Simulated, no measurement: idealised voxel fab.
A process module follows: voxel spacer lines.
cross-section cut | 225 nm wide | cells 5 nm
We lay out every cross-section as a grid of square cells and spell it out in bands from the top down, where one band means one or more rows of cells. The band entry comprises the height of the band's top followed by the height of its bottom, expressed in nm, and subsequently the band's materials from left to right, each stated together with its width in nm. Where a single material is marked with the word "full width", that material fills the band from edge to edge. The word "air" represents empty space. Ref level 0: as-received wafer is one material below here. Bottom band extends down with no lower bound ("0 -> down"). So if you see something like "30 to 40" for the width, read it as the top row of the band sitting at the first number and the bottom row at the second, with every row in between moving by the same amount as the last. Where the words "left unchanged" appear for a step, the cross-section shows no cell changed by that step; every cell remained as before. "Internal closed voids": empty spaces of 8 cells or more with no open way to the top, each given as width x height at distance, distance from the left edge, all in nm. Note: text after step settings on the step line = simulator remark on that step. On any step carrying a mask, the "overlay nm" setting, if present on the step's line, tells how far right of its planned place the mask lay; negative values point to the left.
**Steps planned for the process**
step 1: RECEIVE: material Si
step 2: CONFORMAL_DEP: material SiO2, thk nm 5
step 3: DIRECTIONAL_DEP: material polySi, thk nm 20
step 4: DIRECTIONAL_DEP: material aC, thk nm 25
step 5: PATTERN: tone cover, mask id MANDREL, material resist, width nm 15, pitch nm 60, thk nm 30, overlay nm 0
step 6: DIRECTIONAL_ETCH: etch materials aC, depth nm 25
step 7: STRIP: etch materials resist
step 8: CONFORMAL_DEP: material SiN, thk nm 15
step 9: DIRECTIONAL_ETCH: etch materials SiN, depth nm 15
step 10: STRIP: etch materials aC
step 11: DIRECTIONAL_ETCH: etch materials polySi, depth nm 20
step 12: STRIP: etch materials SiN
**The cross-section here shows the wafer as received, i.e. in its state after step 1**
* 0 -> down  Si full width
* Internal closed voids: none
**Module complete - cross-section of the first of two wafers, run according to plan**
* 25 -> 5  air 60 nm | polySi 15 nm | air 15 nm | polySi 15 nm | air 15 nm | polySi 15 nm | air 15 nm | polySi 15 nm | air 60 nm
* 5 -> 0  SiO2 full width
* 0 -> down  Si full width
* Internal closed voids: none
**So this is wafer number two of the two, cut at the end of the module - it started where the first did and had the same plan, we just got one thing wrong running it**
* 30 -> 10  air 60 nm | polySi 15 nm | air 15 nm | polySi 15 nm | air 15 nm | polySi 15 nm | air 15 nm | polySi 15 nm | air 60 nm
* 10 -> 5  polySi full width
* 5 -> 0  SiO2 full width
* 0 -> down  Si full width
* Internal closed voids: none
What was the processing mistake? heads up, step 3 didn't go per plan, it actually ran as DIRECTIONAL_DEP: material polySi, thk nm 25
Counted in cells at the end, the second wafer holds more or fewer of these materials than the first: +45 polySi
